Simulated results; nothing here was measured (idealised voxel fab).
Documented hereafter: the process module known as voxel air gaps.
Section cut is 205 nm wide and gridded with 5 nm square cells.
Cross-section layout: square cells on a grid; listed as bands, top to bottom; a band spans one or more cell rows. First you get the band's top height and its bottom height, in nm, and then the materials it's made of, left to right, with each width in nm. If you see a single material with "all across", that one covers the band edge to edge. "empty" is empty space. Height is counted from the level 0, under which the received wafer is composed throughout of one material. The lowest of the bands is not closed at the bottom but continues downward, in the notation "from 0 down". Quick explanation for "30..40": the width changes in equal steps down the rows of cells, from the first number in the band's top row to the second number in its bottom row. Given "no change occurred" for a step, no cell of the cross-section differs between before and after that step. You'll see "Entrapped void list" listing empty spaces that have no way open to the top, as long as they're 8 cells or more; the notation is width x height at distance, where the distance is from the left edge, and all of it is in nm. That trailing text on a step's line, after the settings, is the simulator's own remark on the step. A step line may carry the setting "overlay nm", which, for steps involving a mask, states the distance by which the mask lay to the right of its intended position; negative values denote displacement to the left.

Planned step list for the process
1) op RECEIVE | material Si
2) op CONFORMAL_DEP | material SiO2 | thk nm 10
3) op CONFORMAL_DEP | material SiCN | thk nm 5
4) op DIRECTIONAL_DEP | material SiO2 | thk nm 30
5) op PATTERN | tone open | mask id LINES | material resist | width nm 20 | pitch nm 45 | thk nm 20 | overlay nm 0
6) op DIRECTIONAL_ETCH | etch materials SiO2 | depth nm 30
7) op STRIP | etch materials resist
8) op CONFORMAL_DEP | material TiN | thk nm 5
9) op FILL_DEP | material Cu | thk nm 10
10) op CMP | height nm 45
11) op EPI | material Ru | thk nm 10
12) op SELECTIVE_ETCH | etch materials SiO2 | depth nm 40
13) op CONFORMAL_DEP | material SiCN | thk nm 5

Cross-section of the incoming wafer, state after step 1
* from 0 down | Si all across
* Entrapped void list: none

Post-module cross-section of the first of two wafers (run per plan)
* from 60 to 55 | empty (30), SiCN (140), empty (35)
* from 55 to 45 | empty (30), SiCN (5), Ru (40), SiCN (5), Ru (40), SiCN (5), Ru (40), SiCN (5), empty (35)
* from 45 to 40 | empty (30), SiCN (15), TiN (5), Cu (10), TiN (5), SiCN (25), TiN (5), Cu (10), TiN (5), SiCN (25), TiN (5), Cu (10), TiN (5), SiCN (15), empty (35)
* from 40 to 20 | empty (40), SiCN (5), TiN (5), Cu (10), TiN (5), SiCN (5), empty (15), SiCN (5), TiN (5), Cu (10), TiN (5), SiCN (5), empty (15), SiCN (5), TiN (5), Cu (10), TiN (5), SiCN (5), empty (45)
* from 20 to 15 | SiCN (45), TiN (20), SiCN (25), TiN (20), SiCN (25), TiN (20), SiCN (50)
* from 15 to 10 | SiCN all across
* from 10 to 0 | SiO2 all across
* from 0 down | Si all across
* Entrapped void list: 15 x 20 at 70; 15 x 20 at 115

Wafer two (of two), end-of-module cross-section: start = wafer one, plan = wafer one, one run mistake
* from 60 to 55 | SiCN all across
* from 55 to 45 | Ru all across
* from 45 to 20 | Cu (40), TiN (5), SiO2 (20), TiN (5), Cu (15), TiN (5), SiO2 (20), TiN (5), Cu (15), TiN (5), SiO2 (20), TiN (5), Cu (45)
* from 20 to 15 | TiN (45), SiO2 (20), TiN (25), SiO2 (20), TiN (25), SiO2 (20), TiN (50)
* from 15 to 10 | SiCN all across
* from 10 to 0 | SiO2 all across
* from 0 down | Si all across
* Entrapped void list: none
What was done differently from what was planned? step 5, actual vs plan mismatch, actual run op PATTERN | tone cover | mask id LINES | material resist | width nm 20 | pitch nm 45 | thk nm 20 | overlay nm 0
Upon completion, the second wafer contains, in terms of cells, a greater or smaller amount of certain materials than the first wafer: Cu: 85 more, Ru: 34 more, SiCN: 64 fewer, SiO2: 72 more, TiN: 17 more
Final count of closed voids per wafer: 2 in the first, 0 in the second.
